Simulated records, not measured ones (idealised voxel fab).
process module | voxel double patterning
cross-section cut | 220 nm wide | cells 5 nm
A cross-section is a grid of square cells, given in bands from the top down. A band is one or more rows of cells.
Each band's line starts with the height of the band's top and of its bottom, in nm. Then come its materials from left to right, each with its width in nm. One material with "throughout" fills the band from edge to edge. "air" is empty space.
Height 0 is the level under which the wafer as received is all one material. The lowest band goes on downwards, as in "0 down".
A width such as "30 to 40" changes by the same amount from each row of cells to the next, from the band's top row to its bottom row.
"no change" after a step means that no cell of the cross-section changed.
closed voids: empty space of 8 cells or more with no open way to the top, each as width x height at its distance from the left edge, in nm
after a step's settings: what the simulator itself notes on the step
overlay nm, on a step with a mask: how far to the right of its planned place the mask lay; to the left if negative
plan
1 op RECEIVE | material Si
2 op CONFORMAL_DEP | material SiO2 | thk nm 5
3 op DIRECTIONAL_DEP | material TiN | thk nm 15
4 op DIRECTIONAL_DEP | material SiCN | thk nm 10
5 op PATTERN | tone open | mask id FIRST | material resist | width nm 15 | pitch nm 50 | thk nm 15 | overlay nm 0
6 op DIRECTIONAL_ETCH | etch materials SiCN | depth nm 10
7 op STRIP | etch materials resist
8 op DIRECTIONAL_DEP | material aC | thk nm 10
9 op PATTERN | tone open | mask id SECOND | material resist | width nm 15 | thk nm 25 | overlay nm 0
10 op DIRECTIONAL_ETCH | etch materials aC | depth nm 10
11 op STRIP | etch materials resist
12 op DIRECTIONAL_ETCH | etch materials SiCN | depth nm 10
13 op STRIP | etch materials aC
14 op DIRECTIONAL_ETCH | etch materials TiN | depth nm 15
15 op STRIP | etch materials SiCN
as received, after step 1
  0 down: Si throughout
  closed voids: none
first wafer at the end, as planned
  20 to 5: TiN 75 | air 15 | TiN 10 | air 15 | TiN 10 | air 15 | TiN 80
  5 to 0: SiO2 throughout
  0 down: Si throughout
  closed voids: none
second wafer at the end: like start, like plan, one mistake
  15 to 5: TiN throughout
  5 to 0: SiO2 throughout
  0 down: Si throughout
  closed voids: none
what went wrong: step 4 ran as: op DIRECTIONAL_DEP | material TiN | thk nm 10
at the end the second wafer has, in cells: 17 fewer of TiN
